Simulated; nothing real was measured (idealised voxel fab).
You're looking at the process module voxel capacitor over wiring.
This is section cut - it's 160 nm across, gridded in 5 nm square cells.
Reading order for cross-sections: top band down to bottom band. Underlying form: a grid of square cells. Band size: one or more rows of cells.
Heights first: top, then bottom, in nm. Then materials, left to right, each with a width in nm. "edge to edge" on a single material: fills the band edge to edge. "blank": empty space.
Heights are reckoned from 0. Under this level, the received wafer is all of one material. The bottommost band is open-ended downward, for example "0 down".
Read "30 to 40" as a graded width: first number on top, second number at the bottom, same change between each pair of neighbouring rows.
No cell of the cross-section changed in a step that is given as "remained the same".
The list in "Closed internal cavities" covers empty spaces of 8 cells or more that cannot reach the top through any open way, and it gives each as width x height at distance; the distance is from the left edge, and width, height and distance are in nm.
Read whatever lies past the settings on a step's line as the simulator's own remark about the step.
overlay nm: mask right of planned place by this much (step with mask). Neg. = left.

Process steps - plan:
step 1: RECEIVE, material Si
step 2: CONFORMAL_DEP, material SiO2, thk nm 15
step 3: CONFORMAL_DEP, material SiN, thk nm 5
step 4: DIRECTIONAL_DEP, material lowk, thk nm 20
step 5: DIRECTIONAL_DEP, material aC, thk nm 10
step 6: PATTERN, tone open, mask id METAL_1, material resist, width nm 30, pitch nm 95, thk nm 30, overlay nm 0
step 7: DIRECTIONAL_ETCH, etch materials aC, depth nm 10
step 8: STRIP, etch materials resist
step 9: DIRECTIONAL_ETCH, etch materials lowk, depth nm 20
step 10: DIRECTIONAL_ETCH, etch materials SiN, depth nm 5
step 11: STRIP, etch materials aC
step 12: CONFORMAL_DEP, material TiN, thk nm 5
step 13: FILL_DEP, material W, thk nm 10
step 14: CMP, height nm 40
step 15: CONFORMAL_DEP, material SiCN, thk nm 5
step 16: DIRECTIONAL_DEP, material SiO2, thk nm 10
step 17: DIRECTIONAL_DEP, material aC, thk nm 15
step 18: PATTERN, tone open, mask id PLUG_1, material resist, width nm 15, thk nm 35, overlay nm 0
step 19: DIRECTIONAL_ETCH, etch materials aC, depth nm 15
step 20: STRIP, etch materials resist
step 21: DIRECTIONAL_ETCH, etch materials SiO2, depth nm 10
step 22: DIRECTIONAL_ETCH, etch materials SiCN, depth nm 5
step 23: STRIP, etch materials aC
step 24: CONFORMAL_DEP, material TiN, thk nm 5
step 25: FILL_DEP, material W, thk nm 5
step 26: CMP, height nm 55
step 27: DIRECTIONAL_DEP, material TiN, thk nm 5
step 28: DIRECTIONAL_DEP, material HfO2, thk nm 5
step 29: DIRECTIONAL_DEP, material TiN, thk nm 10
step 30: PATTERN, tone cover, mask id UPPER_PLATE, material resist, width nm 70, thk nm 15, overlay nm 0
step 31: DIRECTIONAL_ETCH, etch materials TiN, depth nm 10
step 32: DIRECTIONAL_ETCH, etch materials HfO2, depth nm 5
step 33: STRIP, etch materials resist
step 34: DIRECTIONAL_DEP, material aC, thk nm 10
step 35: PATTERN, tone cover, mask id LOWER_PLATE, material resist, width nm 80, thk nm 30, overlay nm 0
step 36: DIRECTIONAL_ETCH, etch materials aC, depth nm 10
step 37: STRIP, etch materials resist
step 38: DIRECTIONAL_ETCH, etch materials TiN, depth nm 5
step 39: STRIP, etch materials aC
step 40: FILL_DEP, material SiO2, thk nm 15
step 41: CMP, height nm 85
step 42: DIRECTIONAL_DEP, material aC, thk nm 15
step 43: PATTERN, tone open, mask id PLUG_2, material resist, width nm 15, thk nm 35, overlay nm 0
step 44: DIRECTIONAL_ETCH, etch materials aC, depth nm 15
step 45: STRIP, etch materials resist
step 46: DIRECTIONAL_ETCH, etch materials SiO2, depth nm 10
step 47: STRIP, etch materials aC
step 48: CONFORMAL_DEP, material TiN, thk nm 5
step 49: FILL_DEP, material Cu, thk nm 10
step 50: CMP, height nm 85
step 51: CONFORMAL_DEP, material SiCN, thk nm 5

As-received state of the wafer in cross-section, equivalent to post-step 1:
  0 down | Si edge to edge
  Closed internal cavities: none

One mistake in running the module, otherwise start and plan as above: cross-section at the end:
  90 to 85 | SiCN edge to edge
  85 to 80 | SiO2=40  TiN=5  Cu=5  TiN=5  SiO2=105
  80 to 75 | SiO2=40  TiN=15  SiO2=105
  75 to 65 | SiO2=30  TiN=70  SiO2=60
  65 to 60 | SiO2=30  HfO2=70  SiO2=60
  60 to 55 | SiO2=25  TiN=80  SiO2=55
  55 to 45 | W=25  TiN=5  SiO2=15  TiN=5  W=110
  45 to 40 | TiN=30  SiCN=15  TiN=115
  40 to 20 | lowk=15  TiN=5  W=20  TiN=5  lowk=65  TiN=5  W=20  TiN=5  lowk=20
  20 to 15 | SiN=15  TiN=30  SiN=65  TiN=30  SiN=20
  15 to 0 | SiO2 edge to edge
  0 down | Si edge to edge
  Closed internal cavities: none
What broke from the plan during processing? step 18 was run on a setting that differed from the plan, and what really ran there is PATTERN, tone cover, mask id PLUG_1, material resist, width nm 15, thk nm 35, overlay nm 0
